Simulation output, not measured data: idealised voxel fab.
You're looking at the process module voxel capacitor over wiring.
The cross-section shown here is cut; it is 200 nm wide and divided into square cells measuring 5 nm on a side.
A cross-section is written here as square cells arranged in a grid, and it is given in bands from the top down, each band taking up one or more rows of cells.
For a band, the entry starts with two heights in nm, that of the top and then that of the bottom, and carries on with the band's materials in order from left to right, each alongside its width in nm; the word "all across" beside a single material means it fills the band edge to edge, and "empty" means empty space.
Heights are expressed relative to 0, this being the level below which the as-received wafer comprises one material exclusively. The lowest band is unbounded in the downward direction and is denoted as in "0 down".
Top row gets the first number, bottom row gets the second, and each row in between changes by the same step: that is how a band width like "30 to 40" works.
"identical to before" -> step changed no cross-section cell.
Closed empty spaces (no open way to the top) of 8 cells or more are what "Listed closed voids" lists, each as width x height at distance from the left edge, nm for all three.
Anything after a step's settings on that line? It's the simulator's own note about the step.
overlay nm: for a step with a mask, the amount by which the mask lay right of where it was planned; a negative amount means left of it.
Set out below are the planned steps of the process
- 1: RECEIVE with material Si
- 2: CONFORMAL_DEP with material SiO2, thk nm 15
- 3: CONFORMAL_DEP with material SiCN, thk nm 5
- 4: DIRECTIONAL_DEP with material lowk, thk nm 20
- 5: PATTERN with tone open, mask id METAL_1, material resist, width nm 30, pitch nm 80, thk nm 20, overlay nm -15
- 6: DIRECTIONAL_ETCH with etch materials lowk, depth nm 20
- 7: DIRECTIONAL_ETCH with etch materials SiCN, depth nm 5
- 8: STRIP with etch materials resist
- 9: CONFORMAL_DEP with material TiN, thk nm 5
- 10: FILL_DEP with material Cu, thk nm 5
- 11: CMP with height nm 40
- 12: CONFORMAL_DEP with material SiCN, thk nm 5
- 13: DIRECTIONAL_DEP with material lowk, thk nm 10
- 14: MASKED_ETCH with tone open, mask id PLUG_1, width nm 15, etch materials lowk, depth nm 10, overlay nm 0
- 15: MASKED_ETCH with tone open, mask id PLUG_1, width nm 15, etch materials SiCN, depth nm 5, overlay nm 0
- 16: EPI with material Ru, thk nm 10
- 17: EPI with material Ru, thk nm 5
- 18: DIRECTIONAL_DEP with material TiN, thk nm 10
- 19: DIRECTIONAL_DEP with material Al2O3, thk nm 5
- 20: DIRECTIONAL_DEP with material TiN, thk nm 5
- 21: PATTERN with tone cover, mask id UPPER_PLATE, material resist, width nm 55, thk nm 15, overlay nm 0
- 22: DIRECTIONAL_ETCH with etch materials TiN, depth nm 5
- 23: DIRECTIONAL_ETCH with etch materials Al2O3, depth nm 5
- 24: STRIP with etch materials resist
- 25: MASKED_ETCH with tone cover, mask id LOWER_PLATE, width nm 65, etch materials TiN, depth nm 10, overlay nm 0
- 26: FILL_DEP with material SiO2, thk nm 15
- 27: CMP with height nm 85
- 28: PATTERN with tone open, mask id PLUG_2, material resist, width nm 15, thk nm 15, overlay nm 0
- 29: DIRECTIONAL_ETCH with etch materials SiO2, depth nm 10
- 30: STRIP with etch materials resist
- 31: CONFORMAL_DEP with material TiN, thk nm 5
- 32: FILL_DEP with material W, thk nm 10
- 33: CMP with height nm 85
- 34: CONFORMAL_DEP with material SiN, thk nm 5
The value of overlay nm given for step 5 in the plan refers to the first wafer; the wafers vary in this setting and are alike at the start.
First of several wafers (as received, post step 1), cross-sectional view
0 down | Si all across
Listed closed voids: none
The table below has one row for each wafer; a row shows, as of the end of the module, how many cells of each material the wafer has gained, marked (+), or lost, marked (-), since it was received, and then the wafer's closed voids
overlay nm -15; +11 Al2O3; +32 Cu; +65 SiCN; +40 SiN; +315 SiO2; +70 TiN; +1 W; +186 lowk; Listed closed voids: none
overlay nm -10; +11 Al2O3; +32 Cu; +9 Ru; +65 SiCN; +40 SiN; +306 SiO2; +70 TiN; +1 W; +186 lowk; Listed closed voids: none
overlay nm -5; +11 Al2O3; +32 Cu; +9 Ru; +65 SiCN; +40 SiN; +306 SiO2; +70 TiN; +1 W; +186 lowk; Listed closed voids: none
overlay nm 0; +11 Al2O3; +32 Cu; +9 Ru; +65 SiCN; +40 SiN; +306 SiO2; +70 TiN; +1 W; +186 lowk; Listed closed voids: none
overlay nm 5; +11 Al2O3; +32 Cu; +9 Ru; +65 SiCN; +40 SiN; +306 SiO2; +70 TiN; +1 W; +186 lowk; Listed closed voids: none
overlay nm 10; +11 Al2O3; +32 Cu; +9 Ru; +65 SiCN; +40 SiN; +306 SiO2; +70 TiN; +1 W; +186 lowk; Listed closed voids: none
overlay nm 15; +11 Al2O3; +32 Cu; +9 Ru; +65 SiCN; +40 SiN; +306 SiO2; +70 TiN; +1 W; +186 lowk; Listed closed voids: none
